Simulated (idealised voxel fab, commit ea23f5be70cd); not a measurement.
The following process module bears the name voxel self aligned vias.
This is section cut - it's 215 nm across, gridded in 5 nm square cells.
Square cells in a grid make up a cross-section in this document, and the grid is given as bands, listed from the top down, each one or more rows of cells. It is stipulated that each band's entry specify, in nanometres, the height of the top of the band and then that of its bottom, followed by the materials of the band in left-to-right sequence, each together with its width in nanometres. A single material marked by the word "throughout" is understood to fill the band from edge to edge; the word "blank" is understood to denote empty space. Counting heights begins at 0, where everything beneath is, in the wafer as received, one material. The lowest band has no bottom; it goes on downwards, as "from 0 down" shows. The two numbers in a width such as "30..40" mark its ends across the band: the first belongs to the top row of cells, the second to the bottom row, and from each row to the next the width moves by the same amount. "left unchanged" for a step: no cell of the cross-section changed in that step. The label "Enclosed void listing" introduces a list of the empty spaces, 8 cells or larger, that have no open way up to the top; each entry in it reads width x height at distance, where the distance is taken from the left edge and all three are stated in nm. The remark found on a step's line after its settings is issued by the simulator itself and pertains to that step. "overlay nm" denotes, for a step that has a mask, the displacement of the mask to the right of its planned place, with negative values corresponding to the left.

These are the steps we planned for the process:
step 1: RECEIVE, material Si
step 2: CONFORMAL_DEP, material SiO2, thk nm 10
step 3: CONFORMAL_DEP, material SiCN, thk nm 5
step 4: DIRECTIONAL_DEP, material SiO2, thk nm 20
step 5: DIRECTIONAL_DEP, material aC, thk nm 15
step 6: PATTERN, tone open, mask id LINES, material resist, width nm 20, pitch nm 60, thk nm 30, overlay nm 0
step 7: DIRECTIONAL_ETCH, etch materials aC, depth nm 15
step 8: STRIP, etch materials resist
step 9: DIRECTIONAL_ETCH, etch materials SiO2, depth nm 20
step 10: STRIP, etch materials aC
step 11: CONFORMAL_DEP, material TiN, thk nm 5
step 12: FILL_DEP, material W, thk nm 10
step 13: CMP, height nm 35
step 14: SELECTIVE_ETCH, etch materials W Ru TiN, depth nm 10
step 15: FILL_DEP, material SiN, thk nm 10
step 16: CMP, height nm 35
step 17: DIRECTIONAL_DEP, material SiO2, thk nm 15
step 18: DIRECTIONAL_DEP, material aC, thk nm 10
step 19: PATTERN, tone open, mask id VIAS, material resist, width nm 20, thk nm 30, overlay nm 0
step 20: DIRECTIONAL_ETCH, etch materials aC, depth nm 10
step 21: STRIP, etch materials resist
step 22: DIRECTIONAL_ETCH, etch materials SiO2, depth nm 15
step 23: DIRECTIONAL_ETCH, etch materials SiN, depth nm 10
step 24: STRIP, etch materials aC
step 25: CONFORMAL_DEP, material TiN, thk nm 5
step 26: FILL_DEP, material W, thk nm 5
step 27: CMP, height nm 50
step 28: CONFORMAL_DEP, material SiN, thk nm 5
Among the wafers covered here, the point of difference is the width nm at step 19; their starting state is shared, and the plan presents the value of the first wafer.

Received wafers, first of several: cross-section after step 1:
- from 0 down: Si throughout
- Enclosed void listing: none

Per-wafer rows below. For each material: cells gained (+) or lost (-) since the wafer was received, as of end of module. Then: closed voids:
width nm 20; +43 SiCN; +51 SiN; +343 SiO2; +24 TiN; +12 W; Enclosed void listing: none
width nm 25; +43 SiCN; +51 SiN; +340 SiO2; +25 TiN; +14 W; Enclosed void listing: none
width nm 30; +43 SiCN; +51 SiN; +337 SiO2; +26 TiN; +16 W; Enclosed void listing: none
width nm 35; +43 SiCN; +51 SiN; +334 SiO2; +27 TiN; +18 W; Enclosed void listing: none
width nm 40; +43 SiCN; +51 SiN; +331 SiO2; +28 TiN; +20 W; Enclosed void listing: none
width nm 45; +43 SiCN; +51 SiN; +328 SiO2; +29 TiN; +22 W; Enclosed void listing: none
